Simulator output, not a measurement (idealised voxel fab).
process module | voxel released beams
cross-section cut | 215 nm wide | cells 5 nm
A cross-section is a grid of square cells, given in bands from the top down. A band is one or more rows of cells.
Each band's line starts with the height of the band's top and of its bottom, in nm. Then come its materials from left to right, each with its width in nm. One material with "throughout" fills the band from edge to edge. "air" is empty space.
Height 0 is the level under which the wafer as received is all one material. The lowest band goes on downwards, as in "0 down".
A width such as "30 to 40" changes by the same amount from each row of cells to the next, from the band's top row to its bottom row.
"no change" after a step means that no cell of the cross-section changed.
closed voids: empty space of 8 cells or more with no open way to the top, each as width x height at its distance from the left edge, in nm
after a step's settings: what the simulator itself notes on the step
overlay nm, on a step with a mask: how far to the right of its planned place the mask lay; to the left if negative
plan
1 op RECEIVE | material Si
2 op CONFORMAL_DEP | material SiN | thk nm 10
3 op DIRECTIONAL_DEP | material SiO2 | thk nm 10
4 op DIRECTIONAL_DEP | material aC | thk nm 10
5 op PATTERN | tone open | mask id ANCHOR | material resist | width nm 40 | thk nm 25 | overlay nm 0
6 op DIRECTIONAL_ETCH | etch materials aC | depth nm 10
7 op STRIP | etch materials resist
8 op DIRECTIONAL_ETCH | etch materials SiO2 | depth nm 10
9 op STRIP | etch materials aC
10 op CONFORMAL_DEP | material polySi | thk nm 15
11 op MASKED_ETCH | tone cover | mask id BEAM | width nm 100 | etch materials polySi | depth nm 15 | overlay nm 0
12 op STRIP | etch materials SiO2
as received, after step 1
  0 down: Si throughout
  closed voids: none
first wafer at the end, as planned
  35 to 25: air 55 | polySi 20 | air 10 | polySi 70 | air 60
  25 to 20: air 55 | polySi 100 | air 60
  20 to 10: air 60 | polySi 40 | air 115
  10 to 0: SiN throughout
  0 down: Si throughout
  closed voids: none
second wafer at the end: like start, like plan, one mistake
  50 to 35: air 55 | polySi 100 | air 60
  35 to 20: polySi throughout
  20 to 10: SiO2 60 | polySi 40 | SiO2 115
  10 to 0: SiN throughout
  0 down: Si throughout
  closed voids: none
what went wrong: step 10 was run twice
at the end the second wafer has, in cells: 70 more of SiO2 | 133 more of polySi
